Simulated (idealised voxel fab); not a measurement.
Process module in this document: voxel ribs on slabs
The cross-section shown here is cut; it is 150 nm wide and divided into square cells measuring 5 nm on a side.
Think of the cross-section as a grid of square cells. We describe it in bands, top to bottom, and each band covers one or more rows of those cells.
The band entry comprises the height of the band's top followed by the height of its bottom, expressed in nm, and subsequently the band's materials from left to right, each stated together with its width in nm. Where a single material is marked with the word "throughout", that material fills the band from edge to edge. The word "air" represents empty space.
It should be noted that heights are counted from 0, beneath which the wafer as supplied is of one material throughout, and that the lowest band possesses no lower boundary but continues downward, as written in "0 and below".
Graded width ("30->40"): value in top row of band = first number; value in bottom row = second number; row-to-row change constant.
Step note "no modification" = no cross-section cell changed.
You'll see "Trapped voids" listing empty spaces that have no way open to the top, as long as they're 8 cells or more; the notation is width x height at distance, where the distance is from the left edge, and all of it is in nm.
Heads up: the bit after the settings on a step's line is the simulator's remark on that step.
overlay nm, on a step with a mask: how far to the right of its planned place the mask lay; to the left if negative
SO HERE'S THE LINEUP OF PROCESS STEPS WE PLANNED
- 1: RECEIVE,material Si
- 2: DIRECTIONAL_DEP,material SiO2,thk nm 25
- 3: DIRECTIONAL_DEP,material polySi,thk nm 15
- 4: DIRECTIONAL_DEP,material aC,thk nm 15
- 5: PATTERN,tone cover,mask id RIB,material resist,width nm 20,thk nm 30,overlay nm 0
- 6: DIRECTIONAL_ETCH,etch materials aC,depth nm 15
- 7: STRIP,etch materials resist
- 8: DIRECTIONAL_ETCH,etch materials polySi,depth nm 5
- 9: STRIP,etch materials aC
- 10: MASKED_ETCH,tone cover,mask id SLAB,width nm 70,etch materials polySi,depth nm 10,overlay nm 0
- 11: FILL_DEP,material SiO2,thk nm 30
- 12: CMP,height nm 60
- 13: DIRECTIONAL_DEP,material TiN,thk nm 10
- 14: PATTERN,tone cover,mask id HEATER,material resist,width nm 30,thk nm 15,overlay nm 0
- 15: DIRECTIONAL_ETCH,etch materials TiN,depth nm 10
- 16: STRIP,etch materials resist
- 17: CONFORMAL_DEP,material SiO2,thk nm 10
FIRST OUT OF TWO WAFERS; RUN WENT TO PLAN
RECEIVED-STATE CROSS-SECTION, REFLECTING COMPLETION OF STEP 1
> 0 and below: Si throughout
> Trapped voids: none
THE FOLLOWING CROSS-SECTION DEPICTS THE WAFER UPON COMPLETION OF STEP 2
> 25 down to 0: SiO2 throughout
> below 0: unchanged
THE FOLLOWING CROSS-SECTION DEPICTS THE WAFER UPON COMPLETION OF STEP 3
> 40 down to 25: polySi throughout
> below 25: unchanged
THE FOLLOWING CROSS-SECTION DEPICTS THE WAFER UPON COMPLETION OF STEP 4
> 55 down to 40: aC throughout
> below 40: unchanged
THE FOLLOWING CROSS-SECTION DEPICTS THE WAFER UPON COMPLETION OF STEP 5
> 85 down to 55: air (65), resist (20), air (65)
> below 55: unchanged
THE FOLLOWING CROSS-SECTION DEPICTS THE WAFER UPON COMPLETION OF STEP 6
> 70 down to 55: air (65), resist (20), air (65)
> 55 down to 40: air (65), aC (20), air (65)
> below 40: unchanged
THE FOLLOWING CROSS-SECTION DEPICTS THE WAFER UPON COMPLETION OF STEP 7
> 55 down to 40: air (65), aC (20), air (65)
> below 40: unchanged
THE FOLLOWING CROSS-SECTION DEPICTS THE WAFER UPON COMPLETION OF STEP 8
> 55 down to 40: air (65), aC (20), air (65)
> 40 down to 35: air (65), polySi (20), air (65)
> below 35: unchanged
THE FOLLOWING CROSS-SECTION DEPICTS THE WAFER UPON COMPLETION OF STEP 9
> 40 down to 35: air (65), polySi (20), air (65)
> below 35: unchanged
THE FOLLOWING CROSS-SECTION DEPICTS THE WAFER UPON COMPLETION OF STEP 10
> 40 down to 35: air (65), polySi (20), air (65)
> 35 down to 25: air (40), polySi (70), air (40)
> below 25: unchanged
THE FOLLOWING CROSS-SECTION DEPICTS THE WAFER UPON COMPLETION OF STEP 11
> 70 down to 40: SiO2 throughout
> 40 down to 35: SiO2 (65), polySi (20), SiO2 (65)
> 35 down to 25: SiO2 (40), polySi (70), SiO2 (40)
> below 25: unchanged
THE FOLLOWING CROSS-SECTION DEPICTS THE WAFER UPON COMPLETION OF STEP 12
> 60 down to 40: SiO2 throughout
> below 40: unchanged
THE FOLLOWING CROSS-SECTION DEPICTS THE WAFER UPON COMPLETION OF STEP 13
> 70 down to 60: TiN throughout
> below 60: unchanged
THE FOLLOWING CROSS-SECTION DEPICTS THE WAFER UPON COMPLETION OF STEP 14
> 85 down to 70: air (60), resist (30), air (60)
> below 70: unchanged
THE FOLLOWING CROSS-SECTION DEPICTS THE WAFER UPON COMPLETION OF STEP 15
> 85 down to 70: air (60), resist (30), air (60)
> 70 down to 60: air (60), TiN (30), air (60)
> below 60: unchanged
THE FOLLOWING CROSS-SECTION DEPICTS THE WAFER UPON COMPLETION OF STEP 16
> 70 down to 60: air (60), TiN (30), air (60)
> below 60: unchanged
THE FOLLOWING CROSS-SECTION DEPICTS THE WAFER UPON COMPLETION OF STEP 17
> 80 down to 70: air (50), SiO2 (50), air (50)
> 70 down to 60: SiO2 (60), TiN (30), SiO2 (60)
> below 60: unchanged
SECOND WAFER, SAME STARTING CONDITIONS AND RECIPE AS THE FIRST, ONE MISTAKE IN EXECUTING IT, NOTHING DIFFERS FROM THE FIRST UP TO AND INCLUDING STEP 16
Cross-section: second wafer, time at which step 17 was scheduled to end: no modification
What was done differently from what was planned? step 17 of the plan was bypassed and not carried out
Counted in cells at the end, the second wafer holds more or fewer of these materials than the first: 68 fewer of SiO2
